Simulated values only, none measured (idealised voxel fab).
A process module follows: voxel air gaps.
Shown is cross-section cut, with a width of 265 nm and square cells of size 5 nm.
We lay out every cross-section as a grid of square cells and spell it out in bands from the top down, where one band means one or more rows of cells.
It is stipulated that each band's entry specify, in nanometres, the height of the top of the band and then that of its bottom, followed by the materials of the band in left-to-right sequence, each together with its width in nanometres. A single material marked by the word "edge to edge" is understood to fill the band from edge to edge; the word "air" is understood to denote empty space.
Counting heights begins at 0, where everything beneath is, in the wafer as received, one material. The lowest band has no bottom; it goes on downwards, as "0 down" shows.
Top row gets the first number, bottom row gets the second, and each row in between changes by the same step: that is how a band width like "30->40" works.
The designation "remains unaltered", where it is given for a processing step, indicates that no cell of the cross-section was altered in the course of that step.
Listed in "Cavities, closed": every empty space of 8 or more cells without an open way to the top. Form: width x height at distance, the distance being from the left edge, all in nm.
The remark found on a step's line after its settings is issued by the simulator itself and pertains to that step.
"overlay nm" on a masked step: distance the mask lay right of its planned place, negative for left.
The process steps that were planned are listed below
| 1 | RECEIVE | material Si |
| 2 | CONFORMAL_DEP | material SiO2 | thk nm 10 |
| 3 | CONFORMAL_DEP | material SiN | thk nm 5 |
| 4 | DIRECTIONAL_DEP | material lowk | thk nm 40 |
| 5 | PATTERN | tone open | mask id LINES | material resist | width nm 20 | pitch nm 45 | thk nm 15 | overlay nm 0 |
| 6 | DIRECTIONAL_ETCH | etch materials lowk | depth nm 40 |
| 7 | STRIP | etch materials resist |
| 8 | CONFORMAL_DEP | material TiN | thk nm 5 |
| 9 | FILL_DEP | material Cu | thk nm 5 |
| 10 | CMP | height nm 55 |
| 11 | EPI | material Ru | thk nm 10 |
| 12 | SELECTIVE_ETCH | etch materials lowk | depth nm 50 |
| 13 | CONFORMAL_DEP | material SiN | thk nm 5 |
Wafer cross-section on receipt, i.e. after step 1
  0 down | Si edge to edge
  Cavities, closed: none
Sectioned view, first of two wafers, at the close of the module, processed as intended in the plan
  70 to 65 | 40 nm air  185 nm SiN  40 nm air
  65 to 55 | 40 nm air  5 nm SiN  40 nm Ru  5 nm SiN  40 nm Ru  5 nm SiN  40 nm Ru  5 nm SiN  40 nm Ru  5 nm SiN  40 nm air
  55 to 50 | 40 nm air  15 nm SiN  5 nm TiN  10 nm Cu  5 nm TiN  25 nm SiN  5 nm TiN  10 nm Cu  5 nm TiN  25 nm SiN  5 nm TiN  10 nm Cu  5 nm TiN  25 nm SiN  5 nm TiN  10 nm Cu  5 nm TiN  15 nm SiN  40 nm air
  50 to 20 | 50 nm air  5 nm SiN  5 nm TiN  10 nm Cu  5 nm TiN  5 nm SiN  15 nm air  5 nm SiN  5 nm TiN  10 nm Cu  5 nm TiN  5 nm SiN  15 nm air  5 nm SiN  5 nm TiN  10 nm Cu  5 nm TiN  5 nm SiN  15 nm air  5 nm SiN  5 nm TiN  10 nm Cu  5 nm TiN  5 nm SiN  50 nm air
  20 to 15 | 55 nm SiN  20 nm TiN  25 nm SiN  20 nm TiN  25 nm SiN  20 nm TiN  25 nm SiN  20 nm TiN  55 nm SiN
  15 to 10 | SiN edge to edge
  10 to 0 | SiO2 edge to edge
  0 down | Si edge to edge
  Cavities, closed: 15 x 30 at 80; 15 x 30 at 125; 15 x 30 at 170
Module end: cross-section of wafer two of two. Same start and process plan as the first wafer. One mistake during execution
  70 to 65 | 40 nm air  190 nm SiN  35 nm air
  65 to 55 | 40 nm air  5 nm SiN  180 nm Ru  5 nm SiN  35 nm air
  55 to 50 | 40 nm air  15 nm SiN  5 nm TiN  15 nm Cu  5 nm TiN  20 nm lowk  5 nm TiN  15 nm Cu  5 nm TiN  20 nm lowk  5 nm TiN  15 nm Cu  5 nm TiN  20 nm lowk  5 nm TiN  15 nm Cu  5 nm TiN  15 nm SiN  35 nm air
  50 to 20 | 50 nm air  5 nm SiN  5 nm TiN  15 nm Cu  5 nm TiN  20 nm lowk  5 nm TiN  15 nm Cu  5 nm TiN  20 nm lowk  5 nm TiN  15 nm Cu  5 nm TiN  20 nm lowk  5 nm TiN  15 nm Cu  5 nm TiN  5 nm SiN  45 nm air
  20 to 15 | 55 nm SiN  25 nm TiN  20 nm lowk  25 nm TiN  20 nm lowk  25 nm TiN  20 nm lowk  25 nm TiN  50 nm SiN
  15 to 10 | SiN edge to edge
  10 to 0 | SiO2 edge to edge
  0 down | Si edge to edge
  Cavities, closed: none
Run error: so step 5 ended up running with a different setting than we planned, it ran as PATTERN | tone open | mask id LINES | material resist | width nm 25 | pitch nm 45 | thk nm 15 | overlay nm 0
The final cell counts differ between the wafers, with the second having more or fewer of some materials than the first: Cu +28 | Ru +8 | SiN -72 | TiN +4 | lowk +96
In the final state there are 3 closed voids in the first wafer, compared with 0 in the second wafer.
